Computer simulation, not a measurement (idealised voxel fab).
The document below concerns the process module designated voxel quadruple lines.
Cross-sectional view cut (width: 170 nm; square cell size: 5 nm).
Format of a cross-section: grid, square cells. Given as bands. Order: top down. Band: one or more rows of cells.
Band entry format. Leading values: height of top, height of bottom, nm. Remainder: materials in left-to-right order, each with its width in nm. Special words: "throughout" on a single material, which then fills the band edge to edge; "air", empty space.
Height is counted from the level 0, under which the received wafer is composed throughout of one material. The lowest of the bands is not closed at the bottom but continues downward, in the notation "from 0 down".
Per-row width for "30->40": begins at first number (top row of band), ends at second number (bottom row), increment between rows held constant.
Basically "no modifications" means that step didn't change any cell in the cross-section.
You'll see "Closed void listing" listing empty spaces that have no way open to the top, as long as they're 8 cells or more; the notation is width x height at distance, where the distance is from the left edge, and all of it is in nm.
Past the settings on a step's line: simulator remark, on that step.
You can add "overlay nm" to a step's line. For a step with a mask, it describes how far the mask lay to the right of its planned position, and a negative number describes a lay to the left.
THE PROCESS STEPS THAT WERE PLANNED ARE LISTED BELOW
1. RECEIVE (material Si)
2. CONFORMAL_DEP (material Al2O3; thk nm 10)
3. DIRECTIONAL_DEP (material Ru; thk nm 15)
4. DIRECTIONAL_DEP (material polySi; thk nm 20)
5. DIRECTIONAL_DEP (material aC; thk nm 25)
6. PATTERN (tone cover; mask id MANDREL; material resist; width nm 20; thk nm 30; overlay nm 0)
7. DIRECTIONAL_ETCH (etch materials aC; depth nm 25)
8. STRIP (etch materials resist)
9. CONFORMAL_DEP (material SiO2; thk nm 10)
10. DIRECTIONAL_ETCH (etch materials SiO2; depth nm 10)
11. STRIP (etch materials aC)
12. DIRECTIONAL_ETCH (etch materials polySi; depth nm 20)
13. STRIP (etch materials SiO2)
14. CONFORMAL_DEP (material SiN; thk nm 10)
15. DIRECTIONAL_ETCH (etch materials SiN; depth nm 10)
16. STRIP (etch materials polySi)
17. DIRECTIONAL_ETCH (etch materials Ru; depth nm 15)
18. STRIP (etch materials SiN)
19. FILL_DEP (material SiO2; thk nm 10)
20. CMP (height nm 25)
Heads up: all these wafers start the same, and what changes between them is the width nm in step 6. The value you see in the plan is just what the first wafer got.
THE FIRST OF SEVERAL WAFERS AS RECEIVED, SHOWN IN CROSS-SECTION; THIS IS ITS STATE AFTER STEP 1
> from 0 down = Si throughout
> Closed void listing: none
CROSS-SECTION, FIRST OF SEVERAL WAFERS, END OF MODULE, AFTER LAST STEP 20
> from 25 to 10 = 55 of SiO2  10 of Ru  10 of SiO2  20 of Ru  10 of SiO2  10 of Ru  55 of SiO2
> from 10 to 0 = Al2O3 throughout
> from 0 down = Si throughout
> Closed void listing: none
LAST-WAFER CROSS-SECTION AT THE END OF THE MODULE
> from 25 to 10 = 45 of SiO2  10 of Ru  10 of SiO2  10 of Ru  25 of SiO2  10 of Ru  10 of SiO2  10 of Ru  40 of SiO2
> from 10 to 0 = Al2O3 throughout
> from 0 down = Si throughout
> Closed void listing: none
GAINED (+) OR LOST (-) CELLS OF EACH MATERIAL SINCE RECEIPT, THEN CLOSED VOIDS: ONE ROW PER WAFER, AT THE END OF THE MODULE
width nm 20; +68 Al2O3; +24 Ru; +78 SiO2; Closed void listing: none
width nm 25; +68 Al2O3; +24 Ru; +78 SiO2; Closed void listing: none
width nm 30; +68 Al2O3; +24 Ru; +78 SiO2; Closed void listing: none
width nm 35; +68 Al2O3; +24 Ru; +78 SiO2; Closed void listing: none
width nm 40; +68 Al2O3; +24 Ru; +78 SiO2; Closed void listing: none
width nm 45; +68 Al2O3; +24 Ru; +78 SiO2; Closed void listing: none
